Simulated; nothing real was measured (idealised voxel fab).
process module | voxel self aligned vias
cross-section cut | 230 nm wide | cells 5 nm
A cross-section is a grid of square cells, given in bands from the top down. A band is one or more rows of cells.
Each band's line starts with the height of the band's top and of its bottom, in nm. Then come its materials from left to right, each with its width in nm. One material with "throughout" fills the band from edge to edge. "air" is empty space.
Height 0 is the level under which the wafer as received is all one material. The lowest band goes on downwards, as in "0 down".
A width such as "30 to 40" changes by the same amount from each row of cells to the next, from the band's top row to its bottom row.
"no change" after a step means that no cell of the cross-section changed.
closed voids: empty space of 8 cells or more with no open way to the top, each as width x height at its distance from the left edge, in nm
after a step's settings: what the simulator itself notes on the step
overlay nm, on a step with a mask: how far to the right of its planned place the mask lay; to the left if negative
Each pair below shows a cross-section before one step and the cross-section after it, down to the lowest band that changed. The line under each pair gives the step between them, with its settings. The pairs can come from different runs of this module on the same starting wafer, so a pair continues from the pair above only where its "before" says so.
before
  0 down: Si throughout
  closed voids: none
after
  15 to 0: SiO2 throughout
  below 0: unchanged
  closed voids: none
the step between: op CONFORMAL_DEP | material SiO2 | thk nm 15
before: the cross-section after the pair above
after
  20 to 15: SiCN throughout
  below 15: unchanged
  closed voids: none
the step between: op CONFORMAL_DEP | material SiCN | thk nm 5
before: the cross-section after the pair above
after
  40 to 20: lowk throughout
  below 20: unchanged
  closed voids: none
the step between: op DIRECTIONAL_DEP | material lowk | thk nm 20
before: the cross-section after the pair above
after
  40 to 20: lowk 70 | air 30 | lowk 25 | air 30 | lowk 75
  below 20: unchanged
  closed voids: none
the step between: op MASKED_ETCH | tone open | mask id LINES | width nm 30 | pitch nm 55 | etch materials lowk | depth nm 20 | overlay nm 0
before: the cross-section after the pair above
after
  45 to 40: TiN 75 | air 20 | TiN 35 | air 20 | TiN 80
  40 to 25: lowk 70 | TiN 5 | air 20 | TiN 5 | lowk 25 | TiN 5 | air 20 | TiN 5 | lowk 75
  25 to 20: lowk 70 | TiN 30 | lowk 25 | TiN 30 | lowk 75
  below 20: unchanged
  closed voids: none
the step between: op CONFORMAL_DEP | material TiN | thk nm 5
before: the cross-section after the pair above
after
  55 to 45: W throughout
  45 to 40: TiN 75 | W 20 | TiN 35 | W 20 | TiN 80
  40 to 25: lowk 70 | TiN 5 | W 20 | TiN 5 | lowk 25 | TiN 5 | W 20 | TiN 5 | lowk 75
  below 25: unchanged
  closed voids: none
the step between: op FILL_DEP | material W | thk nm 10
before: the cross-section after the pair above
after
  40 to 25: lowk 70 | TiN 5 | W 20 | TiN 5 | lowk 25 | TiN 5 | W 20 | TiN 5 | lowk 75
  below 25: unchanged
  closed voids: none
the step between: op CMP | height nm 40
before: the cross-section after the pair above
after
  40 to 35: lowk 70 | air 30 | lowk 25 | air 30 | lowk 75
  below 35: unchanged
  closed voids: none
the step between: op SELECTIVE_ETCH | etch materials W Ru TiN | depth nm 5
before: the cross-section after the pair above
after
  50 to 40: SiN throughout
  40 to 35: lowk 70 | SiN 30 | lowk 25 | SiN 30 | lowk 75
  below 35: unchanged
  closed voids: none
the step between: op FILL_DEP | material SiN | thk nm 10
before: the cross-section after the pair above
after
  40 to 35: lowk 70 | SiN 30 | lowk 25 | SiN 30 | lowk 75
  below 35: unchanged
  closed voids: none
the step between: op CMP | height nm 40
before: the cross-section after the pair above
after
  60 to 40: lowk throughout
  below 40: unchanged
  closed voids: none
the step between: op DIRECTIONAL_DEP | material lowk | thk nm 20
before: the cross-section after the pair above
after
  75 to 60: aC throughout
  below 60: unchanged
  closed voids: none
the step between: op DIRECTIONAL_DEP | material aC | thk nm 15
before: the cross-section after the pair above
after
  105 to 75: resist 65 | air 40 | resist 125
  below 75: unchanged
  closed voids: none
the step between: op PATTERN | tone open | mask id VIAS | material resist | width nm 40 | thk nm 30 | overlay nm 0
before: the cross-section after the pair above
after
  90 to 75: resist 65 | air 40 | resist 125
  75 to 60: aC 65 | air 40 | aC 125
  below 60: unchanged
  closed voids: none
the step between: op DIRECTIONAL_ETCH | etch materials aC | depth nm 15
before: the cross-section after the pair above
after
  75 to 60: aC 65 | air 40 | aC 125
  below 60: unchanged
  closed voids: none
the step between: op STRIP | etch materials resist
before: the cross-section after the pair above
after
  75 to 60: aC 65 | air 40 | aC 125
  60 to 40: lowk 65 | air 40 | lowk 125
  below 40: unchanged
  closed voids: none
the step between: op DIRECTIONAL_ETCH | etch materials lowk | depth nm 20
before: the cross-section after the pair above
after
  75 to 60: aC 65 | air 40 | aC 125
  60 to 40: lowk 65 | air 40 | lowk 125
  40 to 35: lowk 70 | air 30 | lowk 25 | SiN 30 | lowk 75
  below 35: unchanged
  closed voids: none
the step between: op DIRECTIONAL_ETCH | etch materials SiN | depth nm 5
before: the cross-section after the pair above
after
  60 to 40: lowk 65 | air 40 | lowk 125
  below 40: unchanged
  closed voids: none
the step between: op STRIP | etch materials aC
before: the cross-section after the pair above
after
  65 to 60: TiN 70 | air 30 | TiN 130
  60 to 45: lowk 65 | TiN 5 | air 30 | TiN 5 | lowk 125
  45 to 40: lowk 65 | TiN 10 | air 20 | TiN 10 | lowk 125
  40 to 35: lowk 70 | TiN 30 | lowk 25 | SiN 30 | lowk 75
  below 35: unchanged
  closed voids: none
the step between: op CONFORMAL_DEP | material TiN | thk nm 5
before: the cross-section after the pair above
after
  75 to 65: W throughout
  65 to 60: TiN 70 | W 30 | TiN 130
  60 to 45: lowk 65 | TiN 5 | W 30 | TiN 5 | lowk 125
  45 to 40: lowk 65 | TiN 10 | W 20 | TiN 10 | lowk 125
  below 40: unchanged
  closed voids: none
the step between: op FILL_DEP | material W | thk nm 10
before: the cross-section after the pair above
after
  60 to 45: lowk 65 | TiN 5 | W 30 | TiN 5 | lowk 125
  below 45: unchanged
  closed voids: none
the step between: op CMP | height nm 60
before: the cross-section after the pair above
after
  65 to 60: SiN throughout
  below 60: unchanged
  closed voids: none
the step between: op CONFORMAL_DEP | material SiN | thk nm 5
before
  75 to 65: W throughout
  65 to 60: TiN 70 | W 30 | TiN 130
  60 to 45: lowk 65 | TiN 5 | W 30 | TiN 5 | lowk 125
  45 to 40: lowk 65 | TiN 10 | W 20 | TiN 10 | lowk 125
  40 to 35: lowk 70 | TiN 30 | lowk 25 | SiN 30 | lowk 75
  35 to 25: lowk 70 | TiN 5 | W 20 | TiN 5 | lowk 25 | TiN 5 | W 20 | TiN 5 | lowk 75
  25 to 20: lowk 70 | TiN 30 | lowk 25 | TiN 30 | lowk 75
  20 to 15: SiCN throughout
  15 to 0: SiO2 throughout
  0 down: Si throughout
  closed voids: none
after
  80 to 75: SiN throughout
  below 75: unchanged
  closed voids: none
the step between: op CONFORMAL_DEP | material SiN | thk nm 5
before
  15 to 0: SiO2 throughout
  0 down: Si throughout
  closed voids: none
after
  30 to 0: SiO2 throughout
  below 0: unchanged
  closed voids: none
the step between: op CONFORMAL_DEP | material SiO2 | thk nm 15
before: the cross-section after the pair above
after
  35 to 30: SiCN throughout
  below 30: unchanged
  closed voids: none
the step between: op CONFORMAL_DEP | material SiCN | thk nm 5
before: the cross-section after the pair above
after
  55 to 35: lowk throughout
  below 35: unchanged
  closed voids: none
the step between: op DIRECTIONAL_DEP | material lowk | thk nm 20
before: the cross-section after the pair above
after
  55 to 35: lowk 70 | air 30 | lowk 25 | air 30 | lowk 75
  below 35: unchanged
  closed voids: none
the step between: op MASKED_ETCH | tone open | mask id LINES | width nm 30 | pitch nm 55 | etch materials lowk | depth nm 20 | overlay nm 0
before: the cross-section after the pair above
after
  60 to 55: TiN 75 | air 20 | TiN 35 | air 20 | TiN 80
  55 to 40: lowk 70 | TiN 5 | air 20 | TiN 5 | lowk 25 | TiN 5 | air 20 | TiN 5 | lowk 75
  40 to 35: lowk 70 | TiN 30 | lowk 25 | TiN 30 | lowk 75
  below 35: unchanged
  closed voids: none
the step between: op CONFORMAL_DEP | material TiN | thk nm 5
before: the cross-section after the pair above
after
  70 to 60: W throughout
  60 to 55: TiN 75 | W 20 | TiN 35 | W 20 | TiN 80
  55 to 40: lowk 70 | TiN 5 | W 20 | TiN 5 | lowk 25 | TiN 5 | W 20 | TiN 5 | lowk 75
  below 40: unchanged
  closed voids: none
the step between: op FILL_DEP | material W | thk nm 10
before: the cross-section after the pair above
after
  40 to 35: lowk 70 | TiN 30 | lowk 25 | TiN 30 | lowk 75
  below 35: unchanged
  closed voids: none
the step between: op CMP | height nm 40
before: the cross-section after the pair above
after
  40 to 35: lowk 70 | air 30 | lowk 25 | air 30 | lowk 75
  below 35: unchanged
  closed voids: none
the step between: op SELECTIVE_ETCH | etch materials W Ru TiN | depth nm 5
before: the cross-section after the pair above
after
  50 to 40: SiN throughout
  40 to 35: lowk 70 | SiN 30 | lowk 25 | SiN 30 | lowk 75
  below 35: unchanged
  closed voids: none
the step between: op FILL_DEP | material SiN | thk nm 10
before: the cross-section after the pair above
after
  40 to 35: lowk 70 | SiN 30 | lowk 25 | SiN 30 | lowk 75
  below 35: unchanged
  closed voids: none
the step between: op CMP | height nm 40
before: the cross-section after the pair above
after
  60 to 40: lowk throughout
  below 40: unchanged
  closed voids: none
the step between: op DIRECTIONAL_DEP | material lowk | thk nm 20
before: the cross-section after the pair above
after
  75 to 60: aC throughout
  below 60: unchanged
  closed voids: none
the step between: op DIRECTIONAL_DEP | material aC | thk nm 15
before: the cross-section after the pair above
after
  105 to 75: resist 65 | air 40 | resist 125
  below 75: unchanged
  closed voids: none
the step between: op PATTERN | tone open | mask id VIAS | material resist | width nm 40 | thk nm 30 | overlay nm 0
before: the cross-section after the pair above
after
  90 to 75: resist 65 | air 40 | resist 125
  75 to 60: aC 65 | air 40 | aC 125
  below 60: unchanged
  closed voids: none
the step between: op DIRECTIONAL_ETCH | etch materials aC | depth nm 15
before: the cross-section after the pair above
after
  75 to 60: aC 65 | air 40 | aC 125
  below 60: unchanged
  closed voids: none
the step between: op STRIP | etch materials resist
before: the cross-section after the pair above
after
  75 to 60: aC 65 | air 40 | aC 125
  60 to 40: lowk 65 | air 40 | lowk 125
  below 40: unchanged
  closed voids: none
the step between: op DIRECTIONAL_ETCH | etch materials lowk | depth nm 20
before: the cross-section after the pair above
after
  75 to 60: aC 65 | air 40 | aC 125
  60 to 40: lowk 65 | air 40 | lowk 125
  40 to 35: lowk 70 | air 30 | lowk 25 | SiN 30 | lowk 75
  below 35: unchanged
  closed voids: none
the step between: op DIRECTIONAL_ETCH | etch materials SiN | depth nm 5
before: the cross-section after the pair above
after
  60 to 40: lowk 65 | air 40 | lowk 125
  below 40: unchanged
  closed voids: none
the step between: op STRIP | etch materials aC
before: the cross-section after the pair above
after
  65 to 60: TiN 70 | air 30 | TiN 130
  60 to 45: lowk 65 | TiN 5 | air 30 | TiN 5 | lowk 125
  45 to 40: lowk 65 | TiN 10 | air 20 | TiN 10 | lowk 125
  40 to 35: lowk 70 | TiN 30 | lowk 25 | SiN 30 | lowk 75
  below 35: unchanged
  closed voids: none
the step between: op CONFORMAL_DEP | material TiN | thk nm 5
before: the cross-section after the pair above
after
  75 to 65: W throughout
  65 to 60: TiN 70 | W 30 | TiN 130
  60 to 45: lowk 65 | TiN 5 | W 30 | TiN 5 | lowk 125
  45 to 40: lowk 65 | TiN 10 | W 20 | TiN 10 | lowk 125
  below 40: unchanged
  closed voids: none
the step between: op FILL_DEP | material W | thk nm 10
before: the cross-section after the pair above
after
  60 to 45: lowk 65 | TiN 5 | W 30 | TiN 5 | lowk 125
  below 45: unchanged
  closed voids: none
the step between: op CMP | height nm 60
before: the cross-section after the pair above
after
  65 to 60: SiN throughout
  below 60: unchanged
  closed voids: none
the step between: op CONFORMAL_DEP | material SiN | thk nm 5
before
  15 to 0: SiO2 throughout
  0 down: Si throughout
  closed voids: none
after
  35 to 15: lowk throughout
  below 15: unchanged
  closed voids: none
the step between: op DIRECTIONAL_DEP | material lowk | thk nm 20
before: the cross-section after the pair above
after
  40 to 35: SiCN throughout
  below 35: unchanged
  closed voids: none
the step between: op CONFORMAL_DEP | material SiCN | thk nm 5
before: the cross-section after the pair above
after
  45 to 40: TiN throughout
  below 40: unchanged
  closed voids: none
the step between: op CONFORMAL_DEP | material TiN | thk nm 5
before: the cross-section after the pair above
after
  55 to 45: W throughout
  below 45: unchanged
  closed voids: none
the step between: op FILL_DEP | material W | thk nm 10
before: the cross-section after the pair above
after
  40 to 35: SiCN throughout
  below 35: unchanged
  closed voids: none
the step between: op CMP | height nm 40
before: the cross-section after the pair above
after
  50 to 40: SiN throughout
  below 40: unchanged
  closed voids: none
the step between: op FILL_DEP | material SiN | thk nm 10
before: the cross-section after the pair above
after
  40 to 35: SiCN throughout
  below 35: unchanged
  closed voids: none
the step between: op CMP | height nm 40
before: the cross-section after the pair above
after
  60 to 40: lowk throughout
  below 40: unchanged
  closed voids: none
the step between: op DIRECTIONAL_DEP | material lowk | thk nm 20
before: the cross-section after the pair above
after
  75 to 60: aC throughout
  below 60: unchanged
  closed voids: none
the step between: op DIRECTIONAL_DEP | material aC | thk nm 15
before: the cross-section after the pair above
after
  105 to 75: resist 65 | air 40 | resist 125
  below 75: unchanged
  closed voids: none
the step between: op PATTERN | tone open | mask id VIAS | material resist | width nm 40 | thk nm 30 | overlay nm 0
before: the cross-section after the pair above
after
  90 to 75: resist 65 | air 40 | resist 125
  75 to 60: aC 65 | air 40 | aC 125
  below 60: unchanged
  closed voids: none
the step between: op DIRECTIONAL_ETCH | etch materials aC | depth nm 15
before: the cross-section after the pair above
after
  75 to 60: aC 65 | air 40 | aC 125
  below 60: unchanged
  closed voids: none
the step between: op STRIP | etch materials resist
before: the cross-section after the pair above
after
  75 to 60: aC 65 | air 40 | aC 125
  60 to 40: lowk 65 | air 40 | lowk 125
  below 40: unchanged
  closed voids: none
the step between: op DIRECTIONAL_ETCH | etch materials lowk | depth nm 20
before: the cross-section after the pair above
after
  60 to 40: lowk 65 | air 40 | lowk 125
  below 40: unchanged
  closed voids: none
the step between: op STRIP | etch materials aC
before: the cross-section after the pair above
after
  65 to 60: TiN 70 | air 30 | TiN 130
  60 to 45: lowk 65 | TiN 5 | air 30 | TiN 5 | lowk 125
  45 to 40: lowk 65 | TiN 40 | lowk 125
  below 40: unchanged
  closed voids: none
the step between: op CONFORMAL_DEP | material TiN | thk nm 5
before: the cross-section after the pair above
after
  75 to 65: W throughout
  65 to 60: TiN 70 | W 30 | TiN 130
  60 to 45: lowk 65 | TiN 5 | W 30 | TiN 5 | lowk 125
  below 45: unchanged
  closed voids: none
the step between: op FILL_DEP | material W | thk nm 10
before: the cross-section after the pair above
after
  60 to 45: lowk 65 | TiN 5 | W 30 | TiN 5 | lowk 125
  below 45: unchanged
  closed voids: none
the step between: op CMP | height nm 60
before: the cross-section after the pair above
after
  65 to 60: SiN throughout
  below 60: unchanged
  closed voids: none
the step between: op CONFORMAL_DEP | material SiN | thk nm 5
before
  0 down: Si throughout
  closed voids: none
after
  5 to 0: SiO2 throughout
  below 0: unchanged
  closed voids: none
the step between: op CONFORMAL_DEP | material SiO2 | thk nm 5
before: the cross-section after the pair above
after
  10 to 5: SiCN throughout
  below 5: unchanged
  closed voids: none
the step between: op CONFORMAL_DEP | material SiCN | thk nm 5
before: the cross-section after the pair above
after
  30 to 10: lowk throughout
  below 10: unchanged
  closed voids: none
the step between: op DIRECTIONAL_DEP | material lowk | thk nm 20
before: the cross-section after the pair above
after
  30 to 10: lowk 70 | air 30 | lowk 25 | air 30 | lowk 75
  below 10: unchanged
  closed voids: none
the step between: op MASKED_ETCH | tone open | mask id LINES | width nm 30 | pitch nm 55 | etch materials lowk | depth nm 20 | overlay nm 0
before: the cross-section after the pair above
after
  35 to 30: TiN 75 | air 20 | TiN 35 | air 20 | TiN 80
  30 to 15: lowk 70 | TiN 5 | air 20 | TiN 5 | lowk 25 | TiN 5 | air 20 | TiN 5 | lowk 75
  15 to 10: lowk 70 | TiN 30 | lowk 25 | TiN 30 | lowk 75
  below 10: unchanged
  closed voids: none
the step between: op CONFORMAL_DEP | material TiN | thk nm 5
before: the cross-section after the pair above
after
  45 to 35: W throughout
  35 to 30: TiN 75 | W 20 | TiN 35 | W 20 | TiN 80
  30 to 15: lowk 70 | TiN 5 | W 20 | TiN 5 | lowk 25 | TiN 5 | W 20 | TiN 5 | lowk 75
  below 15: unchanged
  closed voids: none
the step between: op FILL_DEP | material W | thk nm 10
before: the cross-section after the pair above
after
  40 to 35: W throughout
  below 35: unchanged
  closed voids: none
the step between: op CMP | height nm 40
before: the cross-section after the pair above
after
  35 to 30: TiN 75 | W 20 | TiN 35 | W 20 | TiN 80
  below 30: unchanged
  closed voids: none
the step between: op SELECTIVE_ETCH | etch materials W Ru TiN | depth nm 5
before: the cross-section after the pair above
after
  45 to 35: SiN throughout
  below 35: unchanged
  closed voids: none
the step between: op FILL_DEP | material SiN | thk nm 10
before: the cross-section after the pair above
after
  40 to 35: SiN throughout
  below 35: unchanged
  closed voids: none
the step between: op CMP | height nm 40
before: the cross-section after the pair above
after
  60 to 40: lowk throughout
  below 40: unchanged
  closed voids: none
the step between: op DIRECTIONAL_DEP | material lowk | thk nm 20
before: the cross-section after the pair above
after
  75 to 60: aC throughout
  below 60: unchanged
  closed voids: none
the step between: op DIRECTIONAL_DEP | material aC | thk nm 15
before: the cross-section after the pair above
after
  105 to 75: resist 65 | air 40 | resist 125
  below 75: unchanged
  closed voids: none
the step between: op PATTERN | tone open | mask id VIAS | material resist | width nm 40 | thk nm 30 | overlay nm 0
before: the cross-section after the pair above
after
  90 to 75: resist 65 | air 40 | resist 125
  75 to 60: aC 65 | air 40 | aC 125
  below 60: unchanged
  closed voids: none
the step between: op DIRECTIONAL_ETCH | etch materials aC | depth nm 15
before: the cross-section after the pair above
after
  75 to 60: aC 65 | air 40 | aC 125
  below 60: unchanged
  closed voids: none
the step between: op STRIP | etch materials resist
before: the cross-section after the pair above
after
  75 to 60: aC 65 | air 40 | aC 125
  60 to 40: lowk 65 | air 40 | lowk 125
  below 40: unchanged
  closed voids: none
the step between: op DIRECTIONAL_ETCH | etch materials lowk | depth nm 20
before: the cross-section after the pair above
after
  75 to 60: aC 65 | air 40 | aC 125
  60 to 40: lowk 65 | air 40 | lowk 125
  40 to 35: SiN 65 | air 40 | SiN 125
  below 35: unchanged
  closed voids: none
the step between: op DIRECTIONAL_ETCH | etch materials SiN | depth nm 5
before: the cross-section after the pair above
after
  60 to 40: lowk 65 | air 40 | lowk 125
  below 40: unchanged
  closed voids: none
the step between: op STRIP | etch materials aC
before: the cross-section after the pair above
after
  65 to 60: TiN 70 | air 30 | TiN 130
  60 to 40: lowk 65 | TiN 5 | air 30 | TiN 5 | lowk 125
  40 to 35: SiN 65 | TiN 40 | SiN 125
  below 35: unchanged
  closed voids: none
the step between: op CONFORMAL_DEP | material TiN | thk nm 5
before: the cross-section after the pair above
after
  75 to 65: W throughout
  65 to 60: TiN 70 | W 30 | TiN 130
  60 to 40: lowk 65 | TiN 5 | W 30 | TiN 5 | lowk 125
  below 40: unchanged
  closed voids: none
the step between: op FILL_DEP | material W | thk nm 10
before: the cross-section after the pair above
after
  60 to 40: lowk 65 | TiN 5 | W 30 | TiN 5 | lowk 125
  below 40: unchanged
  closed voids: none
the step between: op CMP | height nm 60
before: the cross-section after the pair above
after
  65 to 60: SiN throughout
  below 60: unchanged
  closed voids: none
the step between: op CONFORMAL_DEP | material SiN | thk nm 5
before
  40 to 20: lowk throughout
  20 to 15: SiCN throughout
  15 to 0: SiO2 throughout
  0 down: Si throughout
  closed voids: none
after
  40 to 20: lowk 70 | air 35 | lowk 20 | air 35 | lowk 70
  below 20: unchanged
  closed voids: none
the step between: op MASKED_ETCH | tone open | mask id LINES | width nm 35 | pitch nm 55 | etch materials lowk | depth nm 20 | overlay nm 0
before: the cross-section after the pair above
after
  45 to 40: TiN 75 | air 25 | TiN 30 | air 25 | TiN 75
  40 to 25: lowk 70 | TiN 5 | air 25 | TiN 5 | lowk 20 | TiN 5 | air 25 | TiN 5 | lowk 70
  25 to 20: lowk 70 | TiN 35 | lowk 20 | TiN 35 | lowk 70
  below 20: unchanged
  closed voids: none
the step between: op CONFORMAL_DEP | material TiN | thk nm 5
before: the cross-section after the pair above
after
  55 to 45: W throughout
  45 to 40: TiN 75 | W 25 | TiN 30 | W 25 | TiN 75
  40 to 25: lowk 70 | TiN 5 | W 25 | TiN 5 | lowk 20 | TiN 5 | W 25 | TiN 5 | lowk 70
  below 25: unchanged
  closed voids: none
the step between: op FILL_DEP | material W | thk nm 10
before: the cross-section after the pair above
after
  40 to 25: lowk 70 | TiN 5 | W 25 | TiN 5 | lowk 20 | TiN 5 | W 25 | TiN 5 | lowk 70
  below 25: unchanged
  closed voids: none
the step between: op CMP | height nm 40
before: the cross-section after the pair above
after
  40 to 35: lowk 70 | air 35 | lowk 20 | air 35 | lowk 70
  below 35: unchanged
  closed voids: none
the step between: op SELECTIVE_ETCH | etch materials W Ru TiN | depth nm 5
before: the cross-section after the pair above
after
  50 to 40: SiN throughout
  40 to 35: lowk 70 | SiN 35 | lowk 20 | SiN 35 | lowk 70
  below 35: unchanged
  closed voids: none
the step between: op FILL_DEP | material SiN | thk nm 10
before: the cross-section after the pair above
after
  40 to 35: lowk 70 | SiN 35 | lowk 20 | SiN 35 | lowk 70
  below 35: unchanged
  closed voids: none
the step between: op CMP | height nm 40
before: the cross-section after the pair above
after
  60 to 40: lowk throughout
  below 40: unchanged
  closed voids: none
the step between: op DIRECTIONAL_DEP | material lowk | thk nm 20
before: the cross-section after the pair above
after
  75 to 60: aC throughout
  below 60: unchanged
  closed voids: none
the step between: op DIRECTIONAL_DEP | material aC | thk nm 15
before: the cross-section after the pair above
after
  105 to 75: resist 65 | air 40 | resist 125
  below 75: unchanged
  closed voids: none
the step between: op PATTERN | tone open | mask id VIAS | material resist | width nm 40 | thk nm 30 | overlay nm 0
before: the cross-section after the pair above
after
  90 to 75: resist 65 | air 40 | resist 125
  75 to 60: aC 65 | air 40 | aC 125
  below 60: unchanged
  closed voids: none
the step between: op DIRECTIONAL_ETCH | etch materials aC | depth nm 15
before: the cross-section after the pair above
after
  75 to 60: aC 65 | air 40 | aC 125
  below 60: unchanged
  closed voids: none
the step between: op STRIP | etch materials resist
before: the cross-section after the pair above
after
  75 to 60: aC 65 | air 40 | aC 125
  60 to 40: lowk 65 | air 40 | lowk 125
  below 40: unchanged
  closed voids: none
the step between: op DIRECTIONAL_ETCH | etch materials lowk | depth nm 20
before: the cross-section after the pair above
after
  75 to 60: aC 65 | air 40 | aC 125
  60 to 40: lowk 65 | air 40 | lowk 125
  40 to 35: lowk 70 | air 35 | lowk 20 | SiN 35 | lowk 70
  below 35: unchanged
  closed voids: none
the step between: op DIRECTIONAL_ETCH | etch materials SiN | depth nm 5
before: the cross-section after the pair above
after
  60 to 40: lowk 65 | air 40 | lowk 125
  below 40: unchanged
  closed voids: none
the step between: op STRIP | etch materials aC
before: the cross-section after the pair above
after
  65 to 60: TiN 70 | air 30 | TiN 130
  60 to 45: lowk 65 | TiN 5 | air 30 | TiN 5 | lowk 125
  45 to 40: lowk 65 | TiN 10 | air 25 | TiN 5 | lowk 125
  40 to 35: lowk 70 | TiN 35 | lowk 20 | SiN 35 | lowk 70
  below 35: unchanged
  closed voids: none
the step between: op CONFORMAL_DEP | material TiN | thk nm 5
before: the cross-section after the pair above
after
  75 to 65: W throughout
  65 to 60: TiN 70 | W 30 | TiN 130
  60 to 45: lowk 65 | TiN 5 | W 30 | TiN 5 | lowk 125
  45 to 40: lowk 65 | TiN 10 | W 25 | TiN 5 | lowk 125
  below 40: unchanged
  closed voids: none
the step between: op FILL_DEP | material W | thk nm 10
before: the cross-section after the pair above
after
  60 to 45: lowk 65 | TiN 5 | W 30 | TiN 5 | lowk 125
  below 45: unchanged
  closed voids: none
the step between: op CMP | height nm 60
before: the cross-section after the pair above
after
  65 to 60: SiN throughout
  below 60: unchanged
  closed voids: none
the step between: op CONFORMAL_DEP | material SiN | thk nm 5
before
  75 to 60: aC throughout
  60 to 40: lowk throughout
  40 to 35: lowk 70 | SiN 30 | lowk 25 | SiN 30 | lowk 75
  35 to 25: lowk 70 | TiN 5 | W 20 | TiN 5 | lowk 25 | TiN 5 | W 20 | TiN 5 | lowk 75
  25 to 20: lowk 70 | TiN 30 | lowk 25 | TiN 30 | lowk 75
  20 to 15: SiCN throughout
  15 to 0: SiO2 throughout
  0 down: Si throughout
  closed voids: none
after
  105 to 75: resist 70 | air 40 | resist 120
  below 75: unchanged
  closed voids: none
the step between: op PATTERN | tone open | mask id VIAS | material resist | width nm 40 | thk nm 30 | overlay nm 5
before: the cross-section after the pair above
after
  90 to 75: resist 70 | air 40 | resist 120
  75 to 60: aC 70 | air 40 | aC 120
  below 60: unchanged
  closed voids: none
the step between: op DIRECTIONAL_ETCH | etch materials aC | depth nm 15
before: the cross-section after the pair above
after
  75 to 60: aC 70 | air 40 | aC 120
  below 60: unchanged
  closed voids: none
the step between: op STRIP | etch materials resist
before: the cross-section after the pair above
after
  75 to 60: aC 70 | air 40 | aC 120
  60 to 40: lowk 70 | air 40 | lowk 120
  below 40: unchanged
  closed voids: none
the step between: op DIRECTIONAL_ETCH | etch materials lowk | depth nm 20
before: the cross-section after the pair above
after
  75 to 60: aC 70 | air 40 | aC 120
  60 to 40: lowk 70 | air 40 | lowk 120
  40 to 35: lowk 70 | air 30 | lowk 25 | SiN 30 | lowk 75
  below 35: unchanged
  closed voids: none
the step between: op DIRECTIONAL_ETCH | etch materials SiN | depth nm 5
before: the cross-section after the pair above
after
  60 to 40: lowk 70 | air 40 | lowk 120
  below 40: unchanged
  closed voids: none
the step between: op STRIP | etch materials aC
before: the cross-section after the pair above
after
  65 to 60: TiN 75 | air 30 | TiN 125
  60 to 45: lowk 70 | TiN 5 | air 30 | TiN 5 | lowk 120
  45 to 40: lowk 70 | TiN 5 | air 20 | TiN 15 | lowk 120
  40 to 35: lowk 70 | TiN 30 | lowk 25 | SiN 30 | lowk 75
  below 35: unchanged
  closed voids: none
the step between: op CONFORMAL_DEP | material TiN | thk nm 5
before: the cross-section after the pair above
after
  75 to 65: W throughout
  65 to 60: TiN 75 | W 30 | TiN 125
  60 to 45: lowk 70 | TiN 5 | W 30 | TiN 5 | lowk 120
  45 to 40: lowk 70 | TiN 5 | W 20 | TiN 15 | lowk 120
  below 40: unchanged
  closed voids: none
the step between: op FILL_DEP | material W | thk nm 10
before: the cross-section after the pair above
after
  60 to 45: lowk 70 | TiN 5 | W 30 | TiN 5 | lowk 120
  below 45: unchanged
  closed voids: none
the step between: op CMP | height nm 60
before: the cross-section after the pair above
after
  65 to 60: SiN throughout
  below 60: unchanged
  closed voids: none
the step between: op CONFORMAL_DEP | material SiN | thk nm 5
before
  40 to 35: lowk 70 | air 30 | lowk 25 | air 30 | lowk 75
  35 to 25: lowk 70 | TiN 5 | W 20 | TiN 5 | lowk 25 | TiN 5 | W 20 | TiN 5 | lowk 75
  25 to 20: lowk 70 | TiN 30 | lowk 25 | TiN 30 | lowk 75
  20 to 15: SiCN throughout
  15 to 0: SiO2 throughout
  0 down: Si throughout
  closed voids: none
after
  50 to 40: W throughout
  40 to 35: lowk 70 | W 30 | lowk 25 | W 30 | lowk 75
  below 35: unchanged
  closed voids: none
the step between: op FILL_DEP | material W | thk nm 10
before: the cross-section after the pair above
after
  40 to 35: lowk 70 | W 30 | lowk 25 | W 30 | lowk 75
  below 35: unchanged
  closed voids: none
the step between: op CMP | height nm 40
before: the cross-section after the pair above
after
  60 to 40: lowk throughout
  below 40: unchanged
  closed voids: none
the step between: op DIRECTIONAL_DEP | material lowk | thk nm 20
before: the cross-section after the pair above
after
  75 to 60: aC throughout
  below 60: unchanged
  closed voids: none
the step between: op DIRECTIONAL_DEP | material aC | thk nm 15
before: the cross-section after the pair above
after
  105 to 75: resist 65 | air 40 | resist 125
  below 75: unchanged
  closed voids: none
the step between: op PATTERN | tone open | mask id VIAS | material resist | width nm 40 | thk nm 30 | overlay nm 0
before: the cross-section after the pair above
after
  90 to 75: resist 65 | air 40 | resist 125
  75 to 60: aC 65 | air 40 | aC 125
  below 60: unchanged
  closed voids: none
the step between: op DIRECTIONAL_ETCH | etch materials aC | depth nm 15
before: the cross-section after the pair above
after
  75 to 60: aC 65 | air 40 | aC 125
  below 60: unchanged
  closed voids: none
the step between: op STRIP | etch materials resist
before: the cross-section after the pair above
after
  75 to 60: aC 65 | air 40 | aC 125
  60 to 40: lowk 65 | air 40 | lowk 125
  below 40: unchanged
  closed voids: none
the step between: op DIRECTIONAL_ETCH | etch materials lowk | depth nm 20
before: the cross-section after the pair above
after
  60 to 40: lowk 65 | air 40 | lowk 125
  below 40: unchanged
  closed voids: none
the step between: op STRIP | etch materials aC
before: the cross-section after the pair above
after
  65 to 60: TiN 70 | air 30 | TiN 130
  60 to 45: lowk 65 | TiN 5 | air 30 | TiN 5 | lowk 125
  45 to 40: lowk 65 | TiN 40 | lowk 125
  below 40: unchanged
  closed voids: none
the step between: op CONFORMAL_DEP | material TiN | thk nm 5
before: the cross-section after the pair above
after
  75 to 65: W throughout
  65 to 60: TiN 70 | W 30 | TiN 130
  60 to 45: lowk 65 | TiN 5 | W 30 | TiN 5 | lowk 125
  below 45: unchanged
  closed voids: none
the step between: op FILL_DEP | material W | thk nm 10
before: the cross-section after the pair above
after
  60 to 45: lowk 65 | TiN 5 | W 30 | TiN 5 | lowk 125
  below 45: unchanged
  closed voids: none
the step between: op CMP | height nm 60
before: the cross-section after the pair above
after
  65 to 60: SiN throughout
  below 60: unchanged
  closed voids: none
the step between: op CONFORMAL_DEP | material SiN | thk nm 5
before
  75 to 60: aC throughout
  60 to 40: lowk throughout
  40 to 35: lowk 70 | SiN 30 | lowk 25 | SiN 30 | lowk 75
  35 to 25: lowk 70 | TiN 5 | W 20 | TiN 5 | lowk 25 | TiN 5 | W 20 | TiN 5 | lowk 75
  25 to 20: lowk 70 | TiN 30 | lowk 25 | TiN 30 | lowk 75
  20 to 15: SiCN throughout
  15 to 0: SiO2 throughout
  0 down: Si throughout
  closed voids: none
after
  105 to 75: air 65 | resist 40 | air 125
  below 75: unchanged
  closed voids: none
the step between: op PATTERN | tone cover | mask id VIAS | material resist | width nm 40 | thk nm 30 | overlay nm 0
